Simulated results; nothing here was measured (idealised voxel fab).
Proc. module: voxel self aligned vias
Square cell edge 5 nm, section width 230 nm, ID cut.
When this document writes out a cross-section, it uses a grid of square cells and lists it as bands, beginning at the top and moving down, with a band standing for one or more rows of cells.
Heads up on the band format: heights come first, top then bottom, in nm. After that it's the materials left to right, each with its width in nm. A single material flagged "edge to edge" fills the whole band edge to edge, and "empty" means there's empty space there.
Heights are reckoned from 0. Under this level, the received wafer is all of one material. The bottommost band is open-ended downward, for example "0..down".
The notation "30..40" denotes a width that varies across the rows of cells in the band, beginning at the first number in the top row, finishing at the second number in the bottom row, and changing by an identical amount from each row to the next.
Step note "changes: none" = no cross-section cell changed.
The list in "Voids, fully enclosed" covers empty spaces of 8 cells or more that cannot reach the top through any open way, and it gives each as width x height at distance; the distance is from the left edge, and width, height and distance are in nm.
Step line, after settings: the simulator's comment on this step.
Each step line may optionally specify "overlay nm", which for a step with a mask gives the rightward distance between the mask's planned place and where it lay, a negative value indicating the leftward direction.
[These are the steps we planned for the process]
| 1 | op RECEIVE | material Si |
| 2 | op CONFORMAL_DEP | material SiO2 | thk nm 10 |
| 3 | op CONFORMAL_DEP | material SiCN | thk nm 5 |
| 4 | op DIRECTIONAL_DEP | material SiO2 | thk nm 30 |
| 5 | op MASKED_ETCH | tone open | mask id LINES | width nm 20 | pitch nm 50 | etch materials SiO2 | depth nm 30 | overlay nm 0 |
| 6 | op CONFORMAL_DEP | material TiN | thk nm 5 |
| 7 | op FILL_DEP | material Ru | thk nm 10 |
| 8 | op CMP | height nm 45 |
| 9 | op SELECTIVE_ETCH | etch materials W Ru TiN | depth nm 10 |
| 10 | op FILL_DEP | material SiN | thk nm 10 |
| 11 | op CMP | height nm 45 |
| 12 | op DIRECTIONAL_DEP | material SiO2 | thk nm 15 |
| 13 | op PATTERN | tone open | mask id VIAS | material resist | width nm 30 | thk nm 20 | overlay nm 0 |
| 14 | op DIRECTIONAL_ETCH | etch materials SiO2 | depth nm 15 |
| 15 | op DIRECTIONAL_ETCH | etch materials SiN | depth nm 10 |
| 16 | op STRIP | etch materials resist |
| 17 | op CONFORMAL_DEP | material TiN | thk nm 5 |
| 18 | op FILL_DEP | material W | thk nm 5 |
| 19 | op CMP | height nm 60 |
| 20 | op CONFORMAL_DEP | material SiCN | thk nm 5 |
[Wafer as received: cross-section following step 1]
  0..down: Si edge to edge
  Voids, fully enclosed: none
[Looking at the first of two wafers in cross-section at end of module - ran to plan]
  65..60: SiCN edge to edge
  60..50: SiO2 75, TiN 5, W 20, TiN 5, SiO2 125
  50..45: SiO2 75, TiN 10, W 10, TiN 10, SiO2 125
  45..40: SiO2 80, TiN 5, W 10, TiN 5, SiO2 30, SiN 20, SiO2 80
  40..35: SiO2 80, TiN 20, SiO2 30, SiN 20, SiO2 80
  35..20: SiO2 80, TiN 5, Ru 10, TiN 5, SiO2 30, TiN 5, Ru 10, TiN 5, SiO2 80
  20..15: SiO2 80, TiN 20, SiO2 30, TiN 20, SiO2 80
  15..10: SiCN edge to edge
  10..0: SiO2 edge to edge
  0..down: Si edge to edge
  Voids, fully enclosed: none
[End-of-module cross-section of the second wafer: identical starting point and process plan to the first, with one processing mistake]
  65..60: SiCN edge to edge
  60..50: SiO2 75, TiN 5, W 20, TiN 5, SiO2 125
  50..45: SiO2 75, TiN 30, SiO2 125
  45..40: SiCN edge to edge
  40..0: SiO2 edge to edge
  0..down: Si edge to edge
  Voids, fully enclosed: none
What broke from the plan during processing? transposition of steps 3 and 4 relative to the planned sequence
at the end the second wafer has, in cells: -12 Ru; -8 SiN; +48 SiO2; -24 TiN; -4 W
